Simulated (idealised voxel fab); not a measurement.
Proc. module: voxel ribs on slabs
We display cut, a cross-section 225 nm in width whose square cells are each 5 nm.
How to read a cross-section here: the picture is a grid of square cells, written as bands going from the top down, and any band can span one or more rows of cells. Band: top height; bottom height; in nm. Then, left to right: material with width in nm, for each material. "all across": a single material spanning edge to edge. "empty": empty space. A quick word on heights: they are counted from 0, and under that level the wafer as it came to us is one material throughout. The lowest band is different from the rest in having no bottom; it simply continues downward, written as in "z 0 and below". Graded width ("30->40"): value in top row of band = first number; value in bottom row = second number; row-to-row change constant. Reading "no modification" for a step: not a cell of the cross-section changed in it. If an empty space has no open way to the top and is at least 8 cells in size, "Closed void list" lists it, written width x height at distance, where distance is measured from the left edge and every value is in nm. That trailing text on a step's line, after the settings, is the simulator's own remark on the step. "overlay nm", when on a step's line for a step with a mask, measures how far to the right of its planned place the mask lay; a negative measure means to the left.

Planned step list for the process:
1) RECEIVE, material Si
2) DIRECTIONAL_DEP, material SiO2, thk nm 25
3) DIRECTIONAL_DEP, material SiN, thk nm 15
4) DIRECTIONAL_DEP, material aC, thk nm 15
5) PATTERN, tone cover, mask id RIB, material resist, width nm 15, thk nm 35, overlay nm 0
6) DIRECTIONAL_ETCH, etch materials aC, depth nm 15
7) STRIP, etch materials resist
8) DIRECTIONAL_ETCH, etch materials SiN, depth nm 10
9) STRIP, etch materials aC
10) MASKED_ETCH, tone cover, mask id SLAB, width nm 55, etch materials SiN, depth nm 5, overlay nm 0
11) FILL_DEP, material SiO2, thk nm 20
12) CMP, height nm 55
13) DIRECTIONAL_DEP, material TiN, thk nm 5
14) PATTERN, tone cover, mask id HEATER, material resist, width nm 25, thk nm 20, overlay nm 0
15) DIRECTIONAL_ETCH, etch materials TiN, depth nm 5
16) STRIP, etch materials resist
17) CONFORMAL_DEP, material SiN, thk nm 10

First wafer of two (run as planned):

Cross-section: wafer on arrival = after step 1:
  z 0 and below = Si all across
  Closed void list: none

Cross-section of the wafer after step 2:
  z 25 to 0 = SiO2 all across
  At heights below 0, the structure remains unaltered.

Cross-section of the wafer after step 3:
  z 40 to 25 = SiN all across
  At heights below 25, the structure remains unaltered.

Cross-section of the wafer after step 4:
  z 55 to 40 = aC all across
  At heights below 40, the structure remains unaltered.

Cross-section of the wafer after step 5:
  z 90 to 55 = 105 empty, 15 resist, 105 empty
  At heights below 55, the structure remains unaltered.

Cross-section of the wafer after step 6:
  z 75 to 55 = 105 empty, 15 resist, 105 empty
  z 55 to 40 = 105 empty, 15 aC, 105 empty
  At heights below 40, the structure remains unaltered.

Cross-section of the wafer after step 7:
  z 55 to 40 = 105 empty, 15 aC, 105 empty
  At heights below 40, the structure remains unaltered.

Cross-section of the wafer after step 8:
  z 55 to 40 = 105 empty, 15 aC, 105 empty
  z 40 to 30 = 105 empty, 15 SiN, 105 empty
  At heights below 30, the structure remains unaltered.

Cross-section of the wafer after step 9:
  z 40 to 30 = 105 empty, 15 SiN, 105 empty
  At heights below 30, the structure remains unaltered.

Cross-section of the wafer after step 10:
  z 40 to 30 = 105 empty, 15 SiN, 105 empty
  z 30 to 25 = 85 empty, 55 SiN, 85 empty
  At heights below 25, the structure remains unaltered.

Cross-section of the wafer after step 11:
  z 60 to 40 = SiO2 all across
  z 40 to 30 = 105 SiO2, 15 SiN, 105 SiO2
  z 30 to 25 = 85 SiO2, 55 SiN, 85 SiO2
  At heights below 25, the structure remains unaltered.

Cross-section of the wafer after step 12:
  z 55 to 40 = SiO2 all across
  At heights below 40, the structure remains unaltered.

Cross-section of the wafer after step 13:
  z 60 to 55 = TiN all across
  At heights below 55, the structure remains unaltered.

Cross-section of the wafer after step 14:
  z 80 to 60 = 100 empty, 25 resist, 100 empty
  At heights below 60, the structure remains unaltered.

Cross-section of the wafer after step 15:
  z 80 to 60 = 100 empty, 25 resist, 100 empty
  z 60 to 55 = 100 empty, 25 TiN, 100 empty
  At heights below 55, the structure remains unaltered.

Cross-section of the wafer after step 16:
  z 60 to 55 = 100 empty, 25 TiN, 100 empty
  At heights below 55, the structure remains unaltered.

Cross-section of the wafer after step 17:
  z 70 to 65 = 90 empty, 45 SiN, 90 empty
  z 65 to 60 = SiN all across
  z 60 to 55 = 100 SiN, 25 TiN, 100 SiN
  At heights below 55, the structure remains unaltered.

For the second wafer, take the first wafer's start and plan, then add one mistake made in running it; everything through step 1, that step included, is shared with the first:

Second wafer at the planned finish of step 2, seen in cross-section:
  z 15 to 0 = SiN all across
  At heights below 0, the structure remains unaltered.

Second wafer at the planned finish of step 3, seen in cross-section:
  z 40 to 15 = SiO2 all across
  At heights below 15, the structure remains unaltered.

Second wafer at the planned finish of step 4, seen in cross-section:
  z 55 to 40 = aC all across
  At heights below 40, the structure remains unaltered.

Second wafer at the planned finish of step 5, seen in cross-section:
  z 90 to 55 = 105 empty, 15 resist, 105 empty
  At heights below 55, the structure remains unaltered.

Second wafer at the planned finish of step 6, seen in cross-section:
  z 75 to 55 = 105 empty, 15 resist, 105 empty
  z 55 to 40 = 105 empty, 15 aC, 105 empty
  At heights below 40, the structure remains unaltered.

Second wafer at the planned finish of step 7, seen in cross-section:
  z 55 to 40 = 105 empty, 15 aC, 105 empty
  At heights below 40, the structure remains unaltered.

Second wafer at the planned finish of step 8, seen in cross-section: no modification

Second wafer at the planned finish of step 9, seen in cross-section:
  z 40 to 15 = SiO2 all across
  At heights below 15, the structure remains unaltered.

Second wafer at the planned finish of step 10, seen in cross-section: no modification

Second wafer at the planned finish of step 11, seen in cross-section:
  z 60 to 15 = SiO2 all across
  At heights below 15, the structure remains unaltered.

Second wafer at the planned finish of step 12, seen in cross-section:
  z 55 to 15 = SiO2 all across
  At heights below 15, the structure remains unaltered.

Second wafer at the planned finish of step 13, seen in cross-section:
  z 60 to 55 = TiN all across
  At heights below 55, the structure remains unaltered.

Second wafer at the planned finish of step 14, seen in cross-section:
  z 80 to 60 = 100 empty, 25 resist, 100 empty
  At heights below 60, the structure remains unaltered.

Second wafer at the planned finish of step 15, seen in cross-section:
  z 80 to 60 = 100 empty, 25 resist, 100 empty
  z 60 to 55 = 100 empty, 25 TiN, 100 empty
  At heights below 55, the structure remains unaltered.

Second wafer at the planned finish of step 16, seen in cross-section:
  z 60 to 55 = 100 empty, 25 TiN, 100 empty
  At heights below 55, the structure remains unaltered.

Second wafer at the planned finish of step 17, seen in cross-section:
  z 70 to 65 = 90 empty, 45 SiN, 90 empty
  z 65 to 60 = SiN all across
  z 60 to 55 = 100 SiN, 25 TiN, 100 SiN
  At heights below 55, the structure remains unaltered.
What broke from the plan during processing? mixed up steps 2 and 3 - ran each in the other's place
End of process, cell counts, second wafer against first, materials with more or fewer: SiN: 118 more; SiO2: 118 fewer
